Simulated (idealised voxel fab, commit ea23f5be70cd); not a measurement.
Process module heading - voxel spacer lines
Section cut is 205 nm wide and gridded with 5 nm square cells.
In what follows, cross-sections appear as grids of square cells, described through bands that run from the top down, where every band is one or more rows of cells.
Band: top height; bottom height; in nm. Then, left to right: material with width in nm, for each material. "throughout": a single material spanning edge to edge. "blank": empty space.
It should be noted that heights are counted from 0, beneath which the wafer as supplied is of one material throughout, and that the lowest band possesses no lower boundary but continues downward, as written in "0..down".
Read "30 to 40" as a graded width: first number on top, second number at the bottom, same change between each pair of neighbouring rows.
Basically "nothing was modified" means that step didn't change any cell in the cross-section.
Empty spaces without an open route to the top, at least 8 cells in extent, make up the entry "Voids lacking openings"; each is given as width x height at distance, where the distance is measured from the left edge, and all are in nm.
Whatever follows a step's settings on its line is a remark the simulator itself makes about that step.
You can add "overlay nm" to a step's line. For a step with a mask, it describes how far the mask lay to the right of its planned position, and a negative number describes a lay to the left.
**Process steps foreseen in the plan**
1 RECEIVE [material Si]
2 CONFORMAL_DEP [material Al2O3] [thk nm 10]
3 DIRECTIONAL_DEP [material polySi] [thk nm 20]
4 DIRECTIONAL_DEP [material aC] [thk nm 25]
5 PATTERN [tone cover] [mask id MANDREL] [material resist] [width nm 15] [pitch nm 60] [thk nm 35] [overlay nm 0]
6 DIRECTIONAL_ETCH [etch materials aC] [depth nm 25]
7 STRIP [etch materials resist]
8 CONFORMAL_DEP [material SiN] [thk nm 15]
9 DIRECTIONAL_ETCH [etch materials SiN] [depth nm 15]
10 STRIP [etch materials aC]
11 DIRECTIONAL_ETCH [etch materials polySi] [depth nm 20]
12 STRIP [etch materials SiN]
13 FILL_DEP [material SiO2] [thk nm 10]
14 CMP [height nm 30]
**As-received wafer cross-section (after step 1)**
* 0..down | Si throughout
* Voids lacking openings: none
**Wafer at module end, in section. Began as above, planned as above, run with one mistake**
* 30..10 | Al2O3=50, then polySi=15, then Al2O3=15, then polySi=15, then Al2O3=15, then polySi=15, then Al2O3=15, then polySi=15, then Al2O3=50
* 10..0 | Al2O3 throughout
* 0..down | Si throughout
* Voids lacking openings: none
Here's what went sideways: step 13 ran differently from the plan; actual operation with settings: FILL_DEP [material Al2O3] [thk nm 10]
